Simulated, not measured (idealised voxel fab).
The name of this process module is voxel wiring stack.
Pictured: cross-section cut, 275 nm wide, on a grid of 5 nm square cells.
Heads up, the way a cross-section reads in here is a grid of square cells, handed over as bands from the top down, with every band being one or more rows of cells.
A band entry consists of two parts. The first gives the height of the band's top and the height of its bottom, in nm. The rest lists the band's materials from left to right, each with its width in nm. A single material labelled with the word "throughout" fills the band from edge to edge, and the word "blank" marks empty space.
Measure heights from 0. That's the level where, below it, the as-received wafer is all one material. The lowest band is bottomless and extends downward; write it as in "0..down".
Per-row width for "30->40": begins at first number (top row of band), ends at second number (bottom row), increment between rows held constant.
Step note "everything unchanged" = no cross-section cell changed.
The entry titled "Closed empty spaces" provides the empty spaces that have no open way to the top, restricted to those of 8 cells or more. Each is presented as width x height at distance, the distance being measured from the left edge, with all three in nm.
Where a step's line continues beyond its settings, the continuation is a remark by the simulator itself on that step.
If you see "overlay nm" on a step's line and that step has a mask, it's telling you how far right of where it was planned the mask ended up; a negative number means it went left instead.

THIS SECTION LISTS THE PROCESS STEPS THAT WERE PLANNED
1,RECEIVE [material Si]
2,CONFORMAL_DEP [material SiO2] [thk nm 10]
3,DIRECTIONAL_DEP [material TiN] [thk nm 5]
4,DIRECTIONAL_DEP [material Ru] [thk nm 20]
5,DIRECTIONAL_DEP [material aC] [thk nm 10]
6,PATTERN [tone cover] [mask id METAL_1] [material resist] [width nm 25] [pitch nm 40] [thk nm 25] [overlay nm 0]
7,DIRECTIONAL_ETCH [etch materials aC] [depth nm 10]
8,STRIP [etch materials resist]
9,DIRECTIONAL_ETCH [etch materials Ru] [depth nm 20]
10,DIRECTIONAL_ETCH [etch materials TiN] [depth nm 5]
11,STRIP [etch materials aC]
12,CONFORMAL_DEP [material SiN] [thk nm 5]
13,FILL_DEP [material lowk] [thk nm 5]
14,CMP [height nm 35]
15,CONFORMAL_DEP [material SiCN] [thk nm 5]
16,DIRECTIONAL_DEP [material lowk] [thk nm 20]
17,PATTERN [tone open] [mask id PLUG_1] [material resist] [width nm 15] [pitch nm 80] [thk nm 20] [overlay nm 0]
18,DIRECTIONAL_ETCH [etch materials lowk] [depth nm 20]
19,DIRECTIONAL_ETCH [etch materials SiCN] [depth nm 5]
20,STRIP [etch materials resist]
21,EPI [material Ru] [thk nm 10]
22,EPI [material Ru] [thk nm 10]
23,EPI [material Ru] [thk nm 5]
24,DIRECTIONAL_DEP [material TiN] [thk nm 5]
25,DIRECTIONAL_DEP [material W] [thk nm 25]
26,DIRECTIONAL_DEP [material aC] [thk nm 10]
27,PATTERN [tone cover] [mask id METAL_2] [material resist] [width nm 25] [pitch nm 40] [thk nm 30] [overlay nm 0]
28,DIRECTIONAL_ETCH [etch materials aC] [depth nm 10]
29,STRIP [etch materials resist]
30,DIRECTIONAL_ETCH [etch materials W] [depth nm 25]
31,DIRECTIONAL_ETCH [etch materials TiN] [depth nm 5]
32,STRIP [etch materials aC]
33,FILL_DEP [material lowk] [thk nm 10]
34,CMP [height nm 90]
35,CONFORMAL_DEP [material SiN] [thk nm 5]

CROSS-SECTION OF THE WAFER AT RECEIPT, WHICH IS THE CONDITION AFTER STEP 1
  0..down: Si throughout
  Closed empty spaces: none

THE CROSS-SECTION SHOWN CORRESPONDS TO THE WAFER AT THE CONCLUSION OF THE MODULE. THE INITIAL STRUCTURE AND THE PROCESS PLAN ARE THOSE PRESENTED ABOVE; HOWEVER, ONE MISTAKE OCCURRED IN EXECUTING THE PLAN
  95..90: SiN throughout
  90..70: lowk=80, W=10, lowk=15, W=25, lowk=30, W=10, lowk=15, W=25, lowk=65
  70..65: lowk=65, W=25, lowk=15, W=25, lowk=15, W=25, lowk=15, W=25, lowk=65
  65..60: lowk=65, W=15, TiN=10, lowk=15, TiN=25, lowk=15, W=15, TiN=10, lowk=15, TiN=25, lowk=65
  60..45: lowk=65, W=15, lowk=65, W=15, lowk=115
  45..40: lowk=65, TiN=15, lowk=65, TiN=15, lowk=115
  40..35: SiO2 throughout
  35..15: lowk=60, SiN=5, Ru=25, SiN=5, lowk=5, SiN=5, Ru=25, SiN=5, lowk=5, SiN=5, Ru=25, SiN=5, lowk=5, SiN=5, Ru=25, SiN=5, lowk=60
  15..10: SiN=65, TiN=25, SiN=15, TiN=25, SiN=15, TiN=25, SiN=15, TiN=25, SiN=65
  10..0: SiO2 throughout
  0..down: Si throughout
  Closed empty spaces: none
In executing the process, a mistake was made relative to the plan: step 15 was processed under conditions differing from the plan, specifically as CONFORMAL_DEP [material SiO2] [thk nm 5]
